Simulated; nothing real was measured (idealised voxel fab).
Process module heading - voxel ribs on slabs
In the cross-section labelled cut, the width is 260 nm and each square cell is 5 nm.
Cross-section format: a grid of square cells, given as bands from top to bottom; each band is one or more rows of cells.
Top, bottom (nm), then materials left to right with widths (nm); lone material tagged "all across" fills the whole band edge to edge; "air" = empty space.
Height 0 is the level under which the wafer as received is all one material. The lowest band goes on downwards, as in "0 nm and below".
Think of "30..40" as a width that walks from the first number to the second as you go down the band, top row to bottom row, taking equal-sized steps from row to row.
It should be understood that the words "remained the same", when stated for a given step, signify that the cross-section underwent no change in any of its cells during that step.
Closed void table: empty space of 8 cells or more with no open way to the top, each as width x height at its distance from the left edge, in nm
Heads up: the bit after the settings on a step's line is the simulator's remark on that step.
The line of a step may include "overlay nm". On a step with a mask, this value is how far to the right of its planned place the mask lay. A negative value means the mask lay to the left.

SO HERE'S THE LINEUP OF PROCESS STEPS WE PLANNED
- 1: op RECEIVE | material Si
- 2: op DIRECTIONAL_DEP | material SiO2 | thk nm 30
- 3: op DIRECTIONAL_DEP | material SiN | thk nm 20
- 4: op DIRECTIONAL_DEP | material aC | thk nm 10
- 5: op PATTERN | tone cover | mask id RIB | material resist | width nm 20 | thk nm 25 | overlay nm 0
- 6: op DIRECTIONAL_ETCH | etch materials aC | depth nm 10
- 7: op STRIP | etch materials resist
- 8: op DIRECTIONAL_ETCH | etch materials SiN | depth nm 5
- 9: op STRIP | etch materials aC
- 10: op PATTERN | tone cover | mask id SLAB | material resist | width nm 70 | thk nm 15 | overlay nm 0
- 11: op DIRECTIONAL_ETCH | etch materials SiN | depth nm 15
- 12: op STRIP | etch materials resist
- 13: op FILL_DEP | material SiO2 | thk nm 30
- 14: op CMP | height nm 70
- 15: op DIRECTIONAL_DEP | material TiN | thk nm 5
- 16: op MASKED_ETCH | tone cover | mask id HEATER | width nm 30 | etch materials TiN | depth nm 5 | overlay nm -15
- 17: op CONFORMAL_DEP | material SiO2 | thk nm 5
Every wafer here starts from the same state; it is the step 16 overlay nm that distinguishes them, and the value the plan gives belongs to the first wafer.

THIS IS HOW THE FIRST OF SEVERAL WAFERS LOOKED IN CROSS-SECTION WHEN IT ARRIVED, WHICH IS AFTER STEP 1
	0 nm and below: Si all across
	Closed void table: none

SHOWN IN CROSS-SECTION: THE FIRST OF SEVERAL WAFERS AT THE END OF THE MODULE, AFTER ITS LAST STEP, STEP 17
	80 nm to 75 nm: air=95 / SiO2=40 / air=125
	75 nm to 70 nm: SiO2=100 / TiN=30 / SiO2=130
	70 nm to 50 nm: SiO2 all across
	50 nm to 45 nm: SiO2=120 / SiN=20 / SiO2=120
	45 nm to 30 nm: SiO2=95 / SiN=70 / SiO2=95
	30 nm to 0 nm: SiO2 all across
	0 nm and below: Si all across
	Closed void table: none

HERE WE CROSS-SECTIONED THE LAST OF THE WAFERS ONCE THE MODULE WAS DONE
	80 nm to 75 nm: air=125 / SiO2=40 / air=95
	75 nm to 70 nm: SiO2=130 / TiN=30 / SiO2=100
	70 nm to 50 nm: SiO2 all across
	50 nm to 45 nm: SiO2=120 / SiN=20 / SiO2=120
	45 nm to 30 nm: SiO2=95 / SiN=70 / SiO2=95
	30 nm to 0 nm: SiO2 all across
	0 nm and below: Si all across
	Closed void table: none

WAFER ROWS; END OF MODULE; CELLS PER MATERIAL SINCE RECEIPT: (+) GAINED, (-) LOST; THEN CLOSED VOIDS
overlay nm -15, +46 SiN, +736 SiO2, +6 TiN, Closed void table: none
overlay nm -10, +46 SiN, +736 SiO2, +6 TiN, Closed void table: none
overlay nm -5, +46 SiN, +736 SiO2, +6 TiN, Closed void table: none
overlay nm 0, +46 SiN, +736 SiO2, +6 TiN, Closed void table: none
overlay nm 5, +46 SiN, +736 SiO2, +6 TiN, Closed void table: none
overlay nm 10, +46 SiN, +736 SiO2, +6 TiN, Closed void table: none
overlay nm 15, +46 SiN, +736 SiO2, +6 TiN, Closed void table: none
